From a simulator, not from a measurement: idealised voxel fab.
A process module follows: voxel wiring stack.
Shown is cross-section cut, with a width of 250 nm and square cells of size 5 nm.
Reading order for cross-sections: top band down to bottom band. Underlying form: a grid of square cells. Band size: one or more rows of cells. Band: top and bottom heights (nm) first, top before bottom; then materials from left to right, widths in nm. "full width" marks a sole material filling the band edge to edge. "blank" denotes empty space. Measure heights from 0. That's the level where, below it, the as-received wafer is all one material. The lowest band is bottomless and extends downward; write it as in "z 0 and below". Top row gets the first number, bottom row gets the second, and each row in between changes by the same step: that is how a band width like "30->40" works. It should be understood that the words "left unchanged", when stated for a given step, signify that the cross-section underwent no change in any of its cells during that step. Heads up: "Encapsulated voids" only lists the empty pockets with no open path to the top that are 8 cells or more, and it writes them as width x height at distance, distance from the left edge, in nm. The remark found on a step's line after its settings is issued by the simulator itself and pertains to that step. On any step carrying a mask, the "overlay nm" setting, if present on the step's line, tells how far right of its planned place the mask lay; negative values point to the left.
## Process steps (planned)
1,RECEIVE | material Si
2,CONFORMAL_DEP | material SiO2 | thk nm 15
3,CONFORMAL_DEP | material SiN | thk nm 5
4,DIRECTIONAL_DEP | material lowk | thk nm 25
5,DIRECTIONAL_DEP | material aC | thk nm 10
6,PATTERN | tone open | mask id METAL_1 | material resist | width nm 25 | pitch nm 45 | thk nm 25 | overlay nm 0
7,DIRECTIONAL_ETCH | etch materials aC | depth nm 10
8,STRIP | etch materials resist
9,DIRECTIONAL_ETCH | etch materials lowk | depth nm 25
10,DIRECTIONAL_ETCH | etch materials SiN | depth nm 5
11,STRIP | etch materials aC
12,CONFORMAL_DEP | material TiN | thk nm 5
13,FILL_DEP | material W | thk nm 10
14,CMP | height nm 45
15,CONFORMAL_DEP | material SiCN | thk nm 5
16,DIRECTIONAL_DEP | material lowk | thk nm 20
17,MASKED_ETCH | tone open | mask id PLUG_1 | width nm 15 | pitch nm 90 | etch materials lowk | depth nm 20 | overlay nm 0
18,MASKED_ETCH | tone open | mask id PLUG_1 | width nm 15 | pitch nm 90 | etch materials SiCN | depth nm 5 | overlay nm 0
19,EPI | material Ru | thk nm 10
20,EPI | material Ru | thk nm 10
21,EPI | material Ru | thk nm 5
22,CONFORMAL_DEP | material SiN | thk nm 5
23,DIRECTIONAL_DEP | material lowk | thk nm 25
24,MASKED_ETCH | tone open | mask id METAL_2 | width nm 25 | pitch nm 45 | etch materials lowk | depth nm 25 | overlay nm 0
25,MASKED_ETCH | tone open | mask id METAL_2 | width nm 25 | pitch nm 45 | etch materials SiN | depth nm 5 | overlay nm 0
26,CONFORMAL_DEP | material TiN | thk nm 5
27,FILL_DEP | material Ru | thk nm 10
28,CMP | height nm 100
29,CONFORMAL_DEP | material SiCN | thk nm 5
30,DIRECTIONAL_DEP | material lowk | thk nm 10
31,PATTERN | tone open | mask id PLUG_2 | material resist | width nm 15 | pitch nm 45 | thk nm 20 | overlay nm 0
32,DIRECTIONAL_ETCH | etch materials lowk | depth nm 10
33,DIRECTIONAL_ETCH | etch materials SiCN | depth nm 5
34,STRIP | etch materials resist
35,CONFORMAL_DEP | material TiN | thk nm 5
36,FILL_DEP | material W | thk nm 10
37,CMP | height nm 115
38,DIRECTIONAL_DEP | material TiN | thk nm 5
39,DIRECTIONAL_DEP | material W | thk nm 15
40,DIRECTIONAL_DEP | material aC | thk nm 10
41,PATTERN | tone cover | mask id METAL_3 | material resist | width nm 25 | pitch nm 45 | thk nm 30 | overlay nm 0
42,DIRECTIONAL_ETCH | etch materials aC | depth nm 10
43,STRIP | etch materials resist
44,DIRECTIONAL_ETCH | etch materials W | depth nm 15
45,DIRECTIONAL_ETCH | etch materials TiN | depth nm 5
46,STRIP | etch materials aC
47,FILL_DEP | material lowk | thk nm 10
48,CMP | height nm 135
49,CONFORMAL_DEP | material SiN | thk nm 5
## First wafer out of two, processed as planned
## As received (post step 1): cross-section
    z 0 and below  Si full width
    Encapsulated voids: none
## Cross-section of the wafer after step 2
    z 15 to 0  SiO2 full width
    All layers under 0 are left as they were.
## Cross-section of the wafer after step 3
    z 20 to 15  SiN full width
    All layers under 15 are left as they were.
## Cross-section of the wafer after step 4
    z 45 to 20  lowk full width
    All layers under 20 are left as they were.
## Cross-section of the wafer after step 5
    z 55 to 45  aC full width
    All layers under 45 are left as they were.
## Cross-section of the wafer after step 6
    z 80 to 55  resist 45, then blank 25, then resist 20, then blank 25, then resist 20, then blank 25, then resist 20, then blank 25, then resist 45
    All layers under 55 are left as they were.
## Cross-section of the wafer after step 7
    z 70 to 55  resist 45, then blank 25, then resist 20, then blank 25, then resist 20, then blank 25, then resist 20, then blank 25, then resist 45
    z 55 to 45  aC 45, then blank 25, then aC 20, then blank 25, then aC 20, then blank 25, then aC 20, then blank 25, then aC 45
    All layers under 45 are left as they were.
## Cross-section of the wafer after step 8
    z 55 to 45  aC 45, then blank 25, then aC 20, then blank 25, then aC 20, then blank 25, then aC 20, then blank 25, then aC 45
    All layers under 45 are left as they were.
## Cross-section of the wafer after step 9
    z 55 to 45  aC 45, then blank 25, then aC 20, then blank 25, then aC 20, then blank 25, then aC 20, then blank 25, then aC 45
    z 45 to 20  lowk 45, then blank 25, then lowk 20, then blank 25, then lowk 20, then blank 25, then lowk 20, then blank 25, then lowk 45
    All layers under 20 are left as they were.
## Cross-section of the wafer after step 10
    z 55 to 45  aC 45, then blank 25, then aC 20, then blank 25, then aC 20, then blank 25, then aC 20, then blank 25, then aC 45
    z 45 to 20  lowk 45, then blank 25, then lowk 20, then blank 25, then lowk 20, then blank 25, then lowk 20, then blank 25, then lowk 45
    z 20 to 15  SiN 45, then blank 25, then SiN 20, then blank 25, then SiN 20, then blank 25, then SiN 20, then blank 25, then SiN 45
    All layers under 15 are left as they were.
## Cross-section of the wafer after step 11
    z 45 to 20  lowk 45, then blank 25, then lowk 20, then blank 25, then lowk 20, then blank 25, then lowk 20, then blank 25, then lowk 45
    All layers under 20 are left as they were.
## Cross-section of the wafer after step 12
    z 50 to 45  TiN 50, then blank 15, then TiN 30, then blank 15, then TiN 30, then blank 15, then TiN 30, then blank 15, then TiN 50
    z 45 to 20  lowk 45, then TiN 5, then blank 15, then TiN 5, then lowk 20, then TiN 5, then blank 15, then TiN 5, then lowk 20, then TiN 5, then blank 15, then TiN 5, then lowk 20, then TiN 5, then blank 15, then TiN 5, then lowk 45
    z 20 to 15  SiN 45, then TiN 25, then SiN 20, then TiN 25, then SiN 20, then TiN 25, then SiN 20, then TiN 25, then SiN 45
    All layers under 15 are left as they were.
## Cross-section of the wafer after step 13
    z 60 to 50  W full width
    z 50 to 45  TiN 50, then W 15, then TiN 30, then W 15, then TiN 30, then W 15, then TiN 30, then W 15, then TiN 50
    z 45 to 20  lowk 45, then TiN 5, then W 15, then TiN 5, then lowk 20, then TiN 5, then W 15, then TiN 5, then lowk 20, then TiN 5, then W 15, then TiN 5, then lowk 20, then TiN 5, then W 15, then TiN 5, then lowk 45
    All layers under 20 are left as they were.
## Cross-section of the wafer after step 14
    z 45 to 20  lowk 45, then TiN 5, then W 15, then TiN 5, then lowk 20, then TiN 5, then W 15, then TiN 5, then lowk 20, then TiN 5, then W 15, then TiN 5, then lowk 20, then TiN 5, then W 15, then TiN 5, then lowk 45
    All layers under 20 are left as they were.
## Cross-section of the wafer after step 15
    z 50 to 45  SiCN full width
    All layers under 45 are left as they were.
## Cross-section of the wafer after step 16
    z 70 to 50  lowk full width
    All layers under 50 are left as they were.
## Cross-section of the wafer after step 17
    z 70 to 50  lowk 45, then blank 15, then lowk 75, then blank 15, then lowk 100
    All layers under 50 are left as they were.
## Cross-section of the wafer after step 18
    z 70 to 50  lowk 45, then blank 15, then lowk 75, then blank 15, then lowk 100
    z 50 to 45  SiCN 45, then blank 15, then SiCN 75, then blank 15, then SiCN 100
    All layers under 45 are left as they were.
## Cross-section of the wafer after step 19
    z 70 to 55  lowk 45, then blank 15, then lowk 75, then blank 15, then lowk 100
    z 55 to 50  lowk 45, then Ru 15, then lowk 75, then Ru 15, then lowk 100
    z 50 to 45  SiCN 45, then Ru 15, then SiCN 75, then Ru 15, then SiCN 100
    All layers under 45 are left as they were.
## Cross-section of the wafer after step 20
    z 70 to 65  lowk 45, then blank 15, then lowk 75, then blank 15, then lowk 100
    z 65 to 50  lowk 45, then Ru 15, then lowk 75, then Ru 15, then lowk 100
    All layers under 50 are left as they were.
## Cross-section of the wafer after step 21
    z 70 to 50  lowk 45, then Ru 15, then lowk 75, then Ru 15, then lowk 100
    All layers under 50 are left as they were.
## Cross-section of the wafer after step 22
    z 75 to 70  SiN full width
    All layers under 70 are left as they were.
## Cross-section of the wafer after step 23
    z 100 to 75  lowk full width
    All layers under 75 are left as they were.
## Cross-section of the wafer after step 24
    z 100 to 75  lowk 45, then blank 25, then lowk 20, then blank 25, then lowk 20, then blank 25, then lowk 20, then blank 25, then lowk 45
    All layers under 75 are left as they were.
## Cross-section of the wafer after step 25
    z 100 to 75  lowk 45, then blank 25, then lowk 20, then blank 25, then lowk 20, then blank 25, then lowk 20, then blank 25, then lowk 45
    z 75 to 70  SiN 45, then blank 25, then SiN 20, then blank 25, then SiN 20, then blank 25, then SiN 20, then blank 25, then SiN 45
    All layers under 70 are left as they were.
## Cross-section of the wafer after step 26
    z 105 to 100  TiN 50, then blank 15, then TiN 30, then blank 15, then TiN 30, then blank 15, then TiN 30, then blank 15, then TiN 50
    z 100 to 75  lowk 45, then TiN 5, then blank 15, then TiN 5, then lowk 20, then TiN 5, then blank 15, then TiN 5, then lowk 20, then TiN 5, then blank 15, then TiN 5, then lowk 20, then TiN 5, then blank 15, then TiN 5, then lowk 45
    z 75 to 70  SiN 45, then TiN 25, then SiN 20, then TiN 25, then SiN 20, then TiN 25, then SiN 20, then TiN 25, then SiN 45
    All layers under 70 are left as they were.
## Cross-section of the wafer after step 27
    z 115 to 105  Ru full width
    z 105 to 100  TiN 50, then Ru 15, then TiN 30, then Ru 15, then TiN 30, then Ru 15, then TiN 30, then Ru 15, then TiN 50
    z 100 to 75  lowk 45, then TiN 5, then Ru 15, then TiN 5, then lowk 20, then TiN 5, then Ru 15, then TiN 5, then lowk 20, then TiN 5, then Ru 15, then TiN 5, then lowk 20, then TiN 5, then Ru 15, then TiN 5, then lowk 45
    All layers under 75 are left as they were.
## Cross-section of the wafer after step 28
    z 100 to 75  lowk 45, then TiN 5, then Ru 15, then TiN 5, then lowk 20, then TiN 5, then Ru 15, then TiN 5, then lowk 20, then TiN 5, then Ru 15, then TiN 5, then lowk 20, then TiN 5, then Ru 15, then TiN 5, then lowk 45
    All layers under 75 are left as they were.
## Cross-section of the wafer after step 29
    z 105 to 100  SiCN full width
    All layers under 100 are left as they were.
## Cross-section of the wafer after step 30
    z 115 to 105  lowk full width
    All layers under 105 are left as they were.
## Cross-section of the wafer after step 31
    z 135 to 115  resist 45, then blank 15, then resist 30, then blank 15, then resist 30, then blank 15, then resist 30, then blank 15, then resist 55
    All layers under 115 are left as they were.
## Cross-section of the wafer after step 32
    z 135 to 115  resist 45, then blank 15, then resist 30, then blank 15, then resist 30, then blank 15, then resist 30, then blank 15, then resist 55
    z 115 to 105  lowk 45, then blank 15, then lowk 30, then blank 15, then lowk 30, then blank 15, then lowk 30, then blank 15, then lowk 55
    All layers under 105 are left as they were.
## Cross-section of the wafer after step 33
    z 135 to 115  resist 45, then blank 15, then resist 30, then blank 15, then resist 30, then blank 15, then resist 30, then blank 15, then resist 55
    z 115 to 105  lowk 45, then blank 15, then lowk 30, then blank 15, then lowk 30, then blank 15, then lowk 30, then blank 15, then lowk 55
    z 105 to 100  SiCN 45, then blank 15, then SiCN 30, then blank 15, then SiCN 30, then blank 15, then SiCN 30, then blank 15, then SiCN 55
    All layers under 100 are left as they were.
## Cross-section of the wafer after step 34
    z 115 to 105  lowk 45, then blank 15, then lowk 30, then blank 15, then lowk 30, then blank 15, then lowk 30, then blank 15, then lowk 55
    All layers under 105 are left as they were.
## Cross-section of the wafer after step 35
    z 120 to 115  TiN 50, then blank 5, then TiN 40, then blank 5, then TiN 40, then blank 5, then TiN 40, then blank 5, then TiN 60
    z 115 to 105  lowk 45, then TiN 5, then blank 5, then TiN 5, then lowk 30, then TiN 5, then blank 5, then TiN 5, then lowk 30, then TiN 5, then blank 5, then TiN 5, then lowk 30, then TiN 5, then blank 5, then TiN 5, then lowk 55
    z 105 to 100  SiCN 45, then TiN 15, then SiCN 30, then TiN 15, then SiCN 30, then TiN 15, then SiCN 30, then TiN 15, then SiCN 55
    All layers under 100 are left as they were.
## Cross-section of the wafer after step 36
    z 130 to 120  W full width
    z 120 to 115  TiN 50, then W 5, then TiN 40, then W 5, then TiN 40, then W 5, then TiN 40, then W 5, then TiN 60
    z 115 to 105  lowk 45, then TiN 5, then W 5, then TiN 5, then lowk 30, then TiN 5, then W 5, then TiN 5, then lowk 30, then TiN 5, then W 5, then TiN 5, then lowk 30, then TiN 5, then W 5, then TiN 5, then lowk 55
    All layers under 105 are left as they were.
## Cross-section of the wafer after step 37
    z 115 to 105  lowk 45, then TiN 5, then W 5, then TiN 5, then lowk 30, then TiN 5, then W 5, then TiN 5, then lowk 30, then TiN 5, then W 5, then TiN 5, then lowk 30, then TiN 5, then W 5, then TiN 5, then lowk 55
    All layers under 105 are left as they were.
## Cross-section of the wafer after step 38
    z 120 to 115  TiN full width
    All layers under 115 are left as they were.
## Cross-section of the wafer after step 39
    z 135 to 120  W full width
    All layers under 120 are left as they were.
## Cross-section of the wafer after step 40
    z 145 to 135  aC full width
    All layers under 135 are left as they were.
## Cross-section of the wafer after step 41
    z 175 to 145  blank 45, then resist 25, then blank 20, then resist 25, then blank 20, then resist 25, then blank 20, then resist 25, then blank 45
    All layers under 145 are left as they were.
## Cross-section of the wafer after step 42
    z 165 to 145  blank 45, then resist 25, then blank 20, then resist 25, then blank 20, then resist 25, then blank 20, then resist 25, then blank 45
    z 145 to 135  blank 45, then aC 25, then blank 20, then aC 25, then blank 20, then aC 25, then blank 20, then aC 25, then blank 45
    All layers under 135 are left as they were.
## Cross-section of the wafer after step 43
    z 145 to 135  blank 45, then aC 25, then blank 20, then aC 25, then blank 20, then aC 25, then blank 20, then aC 25, then blank 45
    All layers under 135 are left as they were.
## Cross-section of the wafer after step 44
    z 145 to 135  blank 45, then aC 25, then blank 20, then aC 25, then blank 20, then aC 25, then blank 20, then aC 25, then blank 45
    z 135 to 120  blank 45, then W 25, then blank 20, then W 25, then blank 20, then W 25, then blank 20, then W 25, then blank 45
    All layers under 120 are left as they were.
## Cross-section of the wafer after step 45
    z 145 to 135  blank 45, then aC 25, then blank 20, then aC 25, then blank 20, then aC 25, then blank 20, then aC 25, then blank 45
    z 135 to 120  blank 45, then W 25, then blank 20, then W 25, then blank 20, then W 25, then blank 20, then W 25, then blank 45
    z 120 to 115  blank 45, then TiN 25, then blank 20, then TiN 25, then blank 20, then TiN 25, then blank 20, then TiN 25, then blank 45
    All layers under 115 are left as they were.
## Cross-section of the wafer after step 46
    z 135 to 120  blank 45, then W 25, then blank 20, then W 25, then blank 20, then W 25, then blank 20, then W 25, then blank 45
    All layers under 120 are left as they were.
## Cross-section of the wafer after step 47
    z 145 to 135  lowk full width
    z 135 to 120  lowk 45, then W 25, then lowk 20, then W 25, then lowk 20, then W 25, then lowk 20, then W 25, then lowk 45
    z 120 to 115  lowk 45, then TiN 25, then lowk 20, then TiN 25, then lowk 20, then TiN 25, then lowk 20, then TiN 25, then lowk 45
    All layers under 115 are left as they were.
## Cross-section of the wafer after step 48
    z 135 to 120  lowk 45, then W 25, then lowk 20, then W 25, then lowk 20, then W 25, then lowk 20, then W 25, then lowk 45
    All layers under 120 are left as they were.
## Cross-section of the wafer after step 49
    z 140 to 135  SiN full width
    All layers under 135 are left as they were.
## Okay, second wafer. Nothing different at the start, nothing different in the plan, just one mistake somewhere in the running. As far as step 1, counting that step, it's the first wafer all over again
Second wafer cross-section, taken as of the time the plan sets for step 2 to be done: left unchanged
## Second wafer cross-section, taken as of the time the plan sets for step 3 to be done
    z 5 to 0  SiN full width
    All layers under 0 are left as they were.
## Second wafer cross-section, taken as of the time the plan sets for step 4 to be done
    z 30 to 5  lowk full width
    All layers under 5 are left as they were.
## Second wafer cross-section, taken as of the time the plan sets for step 5 to be done
    z 40 to 30  aC full width
    All layers under 30 are left as they were.
## Second wafer cross-section, taken as of the time the plan sets for step 6 to be done
    z 65 to 40  resist 45, then blank 25, then resist 20, then blank 25, then resist 20, then blank 25, then resist 20, then blank 25, then resist 45
    All layers under 40 are left as they were.
## Second wafer cross-section, taken as of the time the plan sets for step 7 to be done
    z 55 to 40  resist 45, then blank 25, then resist 20, then blank 25, then resist 20, then blank 25, then resist 20, then blank 25, then resist 45
    z 40 to 30  aC 45, then blank 25, then aC 20, then blank 25, then aC 20, then blank 25, then aC 20, then blank 25, then aC 45
    All layers under 30 are left as they were.
## Second wafer cross-section, taken as of the time the plan sets for step 8 to be done
    z 40 to 30  aC 45, then blank 25, then aC 20, then blank 25, then aC 20, then blank 25, then aC 20, then blank 25, then aC 45
    All layers under 30 are left as they were.
## Second wafer cross-section, taken as of the time the plan sets for step 9 to be done
    z 40 to 30  aC 45, then blank 25, then aC 20, then blank 25, then aC 20, then blank 25, then aC 20, then blank 25, then aC 45
    z 30 to 5  lowk 45, then blank 25, then lowk 20, then blank 25, then lowk 20, then blank 25, then lowk 20, then blank 25, then lowk 45
    All layers under 5 are left as they were.
## Second wafer cross-section, taken as of the time the plan sets for step 10 to be done
    z 40 to 30  aC 45, then blank 25, then aC 20, then blank 25, then aC 20, then blank 25, then aC 20, then blank 25, then aC 45
    z 30 to 5  lowk 45, then blank 25, then lowk 20, then blank 25, then lowk 20, then blank 25, then lowk 20, then blank 25, then lowk 45
    z 5 to 0  SiN 45, then blank 25, then SiN 20, then blank 25, then SiN 20, then blank 25, then SiN 20, then blank 25, then SiN 45
    All layers under 0 are left as they were.
## Second wafer cross-section, taken as of the time the plan sets for step 11 to be done
    z 30 to 5  lowk 45, then blank 25, then lowk 20, then blank 25, then lowk 20, then blank 25, then lowk 20, then blank 25, then lowk 45
    All layers under 5 are left as they were.
## Second wafer cross-section, taken as of the time the plan sets for step 12 to be done
    z 35 to 30  TiN 50, then blank 15, then TiN 30, then blank 15, then TiN 30, then blank 15, then TiN 30, then blank 15, then TiN 50
    z 30 to 5  lowk 45, then TiN 5, then blank 15, then TiN 5, then lowk 20, then TiN 5, then blank 15, then TiN 5, then lowk 20, then TiN 5, then blank 15, then TiN 5, then lowk 20, then TiN 5, then blank 15, then TiN 5, then lowk 45
    z 5 to 0  SiN 45, then TiN 25, then SiN 20, then TiN 25, then SiN 20, then TiN 25, then SiN 20, then TiN 25, then SiN 45
    All layers under 0 are left as they were.
## Second wafer cross-section, taken as of the time the plan sets for step 13 to be done
    z 45 to 35  W full width
    z 35 to 30  TiN 50, then W 15, then TiN 30, then W 15, then TiN 30, then W 15, then TiN 30, then W 15, then TiN 50
    z 30 to 5  lowk 45, then TiN 5, then W 15, then TiN 5, then lowk 20, then TiN 5, then W 15, then TiN 5, then lowk 20, then TiN 5, then W 15, then TiN 5, then lowk 20, then TiN 5, then W 15, then TiN 5, then lowk 45
    All layers under 5 are left as they were.
Second wafer cross-section, taken as of the time the plan sets for step 14 to be done: left unchanged
## Second wafer cross-section, taken as of the time the plan sets for step 15 to be done
    z 50 to 45  SiCN full width
    All layers under 45 are left as they were.
## Second wafer cross-section, taken as of the time the plan sets for step 16 to be done
    z 70 to 50  lowk full width
    All layers under 50 are left as they were.
## Second wafer cross-section, taken as of the time the plan sets for step 17 to be done
    z 70 to 50  lowk 45, then blank 15, then lowk 75, then blank 15, then lowk 100
    All layers under 50 are left as they were.
## Second wafer cross-section, taken as of the time the plan sets for step 18 to be done
    z 70 to 50  lowk 45, then blank 15, then lowk 75, then blank 15, then lowk 100
    z 50 to 45  SiCN 45, then blank 15, then SiCN 75, then blank 15, then SiCN 100
    All layers under 45 are left as they were.
## Second wafer cross-section, taken as of the time the plan sets for step 19 to be done
    z 70 to 55  lowk 45, then blank 15, then lowk 75, then blank 15, then lowk 100
    z 55 to 50  lowk 45, then Ru 15, then lowk 75, then Ru 15, then lowk 100
    z 50 to 45  SiCN 45, then Ru 15, then SiCN 75, then Ru 15, then SiCN 100
    All layers under 45 are left as they were.
## Second wafer cross-section, taken as of the time the plan sets for step 20 to be done
    z 70 to 65  lowk 45, then blank 15, then lowk 75, then blank 15, then lowk 100
    z 65 to 50  lowk 45, then Ru 15, then lowk 75, then Ru 15, then lowk 100
    All layers under 50 are left as they were.
## Second wafer cross-section, taken as of the time the plan sets for step 21 to be done
    z 70 to 50  lowk 45, then Ru 15, then lowk 75, then Ru 15, then lowk 100
    All layers under 50 are left as they were.
## Second wafer cross-section, taken as of the time the plan sets for step 22 to be done
    z 75 to 70  SiN full width
    All layers under 70 are left as they were.
## Second wafer cross-section, taken as of the time the plan sets for step 23 to be done
    z 100 to 75  lowk full width
    All layers under 75 are left as they were.
## Second wafer cross-section, taken as of the time the plan sets for step 24 to be done
    z 100 to 75  lowk 45, then blank 25, then lowk 20, then blank 25, then lowk 20, then blank 25, then lowk 20, then blank 25, then lowk 45
    All layers under 75 are left as they were.
## Second wafer cross-section, taken as of the time the plan sets for step 25 to be done
    z 100 to 75  lowk 45, then blank 25, then lowk 20, then blank 25, then lowk 20, then blank 25, then lowk 20, then blank 25, then lowk 45
    z 75 to 70  SiN 45, then blank 25, then SiN 20, then blank 25, then SiN 20, then blank 25, then SiN 20, then blank 25, then SiN 45
    All layers under 70 are left as they were.
## Second wafer cross-section, taken as of the time the plan sets for step 26 to be done
    z 105 to 100  TiN 50, then blank 15, then TiN 30, then blank 15, then TiN 30, then blank 15, then TiN 30, then blank 15, then TiN 50
    z 100 to 75  lowk 45, then TiN 5, then blank 15, then TiN 5, then lowk 20, then TiN 5, then blank 15, then TiN 5, then lowk 20, then TiN 5, then blank 15, then TiN 5, then lowk 20, then TiN 5, then blank 15, then TiN 5, then lowk 45
    z 75 to 70  SiN 45, then TiN 25, then SiN 20, then TiN 25, then SiN 20, then TiN 25, then SiN 20, then TiN 25, then SiN 45
    All layers under 70 are left as they were.
## Second wafer cross-section, taken as of the time the plan sets for step 27 to be done
    z 115 to 105  Ru full width
    z 105 to 100  TiN 50, then Ru 15, then TiN 30, then Ru 15, then TiN 30, then Ru 15, then TiN 30, then Ru 15, then TiN 50
    z 100 to 75  lowk 45, then TiN 5, then Ru 15, then TiN 5, then lowk 20, then TiN 5, then Ru 15, then TiN 5, then lowk 20, then TiN 5, then Ru 15, then TiN 5, then lowk 20, then TiN 5, then Ru 15, then TiN 5, then lowk 45
    All layers under 75 are left as they were.
## Second wafer cross-section, taken as of the time the plan sets for step 28 to be done
    z 100 to 75  lowk 45, then TiN 5, then Ru 15, then TiN 5, then lowk 20, then TiN 5, then Ru 15, then TiN 5, then lowk 20, then TiN 5, then Ru 15, then TiN 5, then lowk 20, then TiN 5, then Ru 15, then TiN 5, then lowk 45
    All layers under 75 are left as they were.
## Second wafer cross-section, taken as of the time the plan sets for step 29 to be done
    z 105 to 100  SiCN full width
    All layers under 100 are left as they were.
## Second wafer cross-section, taken as of the time the plan sets for step 30 to be done
    z 115 to 105  lowk full width
    All layers under 105 are left as they were.
## Second wafer cross-section, taken as of the time the plan sets for step 31 to be done
    z 135 to 115  resist 45, then blank 15, then resist 30, then blank 15, then resist 30, then blank 15, then resist 30, then blank 15, then resist 55
    All layers under 115 are left as they were.
## Second wafer cross-section, taken as of the time the plan sets for step 32 to be done
    z 135 to 115  resist 45, then blank 15, then resist 30, then blank 15, then resist 30, then blank 15, then resist 30, then blank 15, then resist 55
    z 115 to 105  lowk 45, then blank 15, then lowk 30, then blank 15, then lowk 30, then blank 15, then lowk 30, then blank 15, then lowk 55
    All layers under 105 are left as they were.
## Second wafer cross-section, taken as of the time the plan sets for step 33 to be done
    z 135 to 115  resist 45, then blank 15, then resist 30, then blank 15, then resist 30, then blank 15, then resist 30, then blank 15, then resist 55
    z 115 to 105  lowk 45, then blank 15, then lowk 30, then blank 15, then lowk 30, then blank 15, then lowk 30, then blank 15, then lowk 55
    z 105 to 100  SiCN 45, then blank 15, then SiCN 30, then blank 15, then SiCN 30, then blank 15, then SiCN 30, then blank 15, then SiCN 55
    All layers under 100 are left as they were.
## Second wafer cross-section, taken as of the time the plan sets for step 34 to be done
    z 115 to 105  lowk 45, then blank 15, then lowk 30, then blank 15, then lowk 30, then blank 15, then lowk 30, then blank 15, then lowk 55
    All layers under 105 are left as they were.
## Second wafer cross-section, taken as of the time the plan sets for step 35 to be done
    z 120 to 115  TiN 50, then blank 5, then TiN 40, then blank 5, then TiN 40, then blank 5, then TiN 40, then blank 5, then TiN 60
    z 115 to 105  lowk 45, then TiN 5, then blank 5, then TiN 5, then lowk 30, then TiN 5, then blank 5, then TiN 5, then lowk 30, then TiN 5, then blank 5, then TiN 5, then lowk 30, then TiN 5, then blank 5, then TiN 5, then lowk 55
    z 105 to 100  SiCN 45, then TiN 15, then SiCN 30, then TiN 15, then SiCN 30, then TiN 15, then SiCN 30, then TiN 15, then SiCN 55
    All layers under 100 are left as they were.
## Second wafer cross-section, taken as of the time the plan sets for step 36 to be done
    z 130 to 120  W full width
    z 120 to 115  TiN 50, then W 5, then TiN 40, then W 5, then TiN 40, then W 5, then TiN 40, then W 5, then TiN 60
    z 115 to 105  lowk 45, then TiN 5, then W 5, then TiN 5, then lowk 30, then TiN 5, then W 5, then TiN 5, then lowk 30, then TiN 5, then W 5, then TiN 5, then lowk 30, then TiN 5, then W 5, then TiN 5, then lowk 55
    All layers under 105 are left as they were.
## Second wafer cross-section, taken as of the time the plan sets for step 37 to be done
    z 115 to 105  lowk 45, then TiN 5, then W 5, then TiN 5, then lowk 30, then TiN 5, then W 5, then TiN 5, then lowk 30, then TiN 5, then W 5, then TiN 5, then lowk 30, then TiN 5, then W 5, then TiN 5, then lowk 55
    All layers under 105 are left as they were.
## Second wafer cross-section, taken as of the time the plan sets for step 38 to be done
    z 120 to 115  TiN full width
    All layers under 115 are left as they were.
## Second wafer cross-section, taken as of the time the plan sets for step 39 to be done
    z 135 to 120  W full width
    All layers under 120 are left as they were.
## Second wafer cross-section, taken as of the time the plan sets for step 40 to be done
    z 145 to 135  aC full width
    All layers under 135 are left as they were.
## Second wafer cross-section, taken as of the time the plan sets for step 41 to be done
    z 175 to 145  blank 45, then resist 25, then blank 20, then resist 25, then blank 20, then resist 25, then blank 20, then resist 25, then blank 45
    All layers under 145 are left as they were.
## Second wafer cross-section, taken as of the time the plan sets for step 42 to be done
    z 165 to 145  blank 45, then resist 25, then blank 20, then resist 25, then blank 20, then resist 25, then blank 20, then resist 25, then blank 45
    z 145 to 135  blank 45, then aC 25, then blank 20, then aC 25, then blank 20, then aC 25, then blank 20, then aC 25, then blank 45
    All layers under 135 are left as they were.
## Second wafer cross-section, taken as of the time the plan sets for step 43 to be done
    z 145 to 135  blank 45, then aC 25, then blank 20, then aC 25, then blank 20, then aC 25, then blank 20, then aC 25, then blank 45
    All layers under 135 are left as they were.
## Second wafer cross-section, taken as of the time the plan sets for step 44 to be done
    z 145 to 135  blank 45, then aC 25, then blank 20, then aC 25, then blank 20, then aC 25, then blank 20, then aC 25, then blank 45
    z 135 to 120  blank 45, then W 25, then blank 20, then W 25, then blank 20, then W 25, then blank 20, then W 25, then blank 45
    All layers under 120 are left as they were.
## Second wafer cross-section, taken as of the time the plan sets for step 45 to be done
    z 145 to 135  blank 45, then aC 25, then blank 20, then aC 25, then blank 20, then aC 25, then blank 20, then aC 25, then blank 45
    z 135 to 120  blank 45, then W 25, then blank 20, then W 25, then blank 20, then W 25, then blank 20, then W 25, then blank 45
    z 120 to 115  blank 45, then TiN 25, then blank 20, then TiN 25, then blank 20, then TiN 25, then blank 20, then TiN 25, then blank 45
    All layers under 115 are left as they were.
## Second wafer cross-section, taken as of the time the plan sets for step 46 to be done
    z 135 to 120  blank 45, then W 25, then blank 20, then W 25, then blank 20, then W 25, then blank 20, then W 25, then blank 45
    All layers under 120 are left as they were.
## Second wafer cross-section, taken as of the time the plan sets for step 47 to be done
    z 145 to 135  lowk full width
    z 135 to 120  lowk 45, then W 25, then lowk 20, then W 25, then lowk 20, then W 25, then lowk 20, then W 25, then lowk 45
    z 120 to 115  lowk 45, then TiN 25, then lowk 20, then TiN 25, then lowk 20, then TiN 25, then lowk 20, then TiN 25, then lowk 45
    All layers under 115 are left as they were.
## Second wafer cross-section, taken as of the time the plan sets for step 48 to be done
    z 135 to 120  lowk 45, then W 25, then lowk 20, then W 25, then lowk 20, then W 25, then lowk 20, then W 25, then lowk 45
    All layers under 120 are left as they were.
## Second wafer cross-section, taken as of the time the plan sets for step 49 to be done
    z 140 to 135  SiN full width
    All layers under 135 are left as they were.
Against the plan, the run slipped here: step 2 of the plan did not run at all; it was left out
The second wafer ends with more or fewer cells of some materials than the first, per final count: 150 fewer of SiO2; 38 more of TiN; 112 more of W
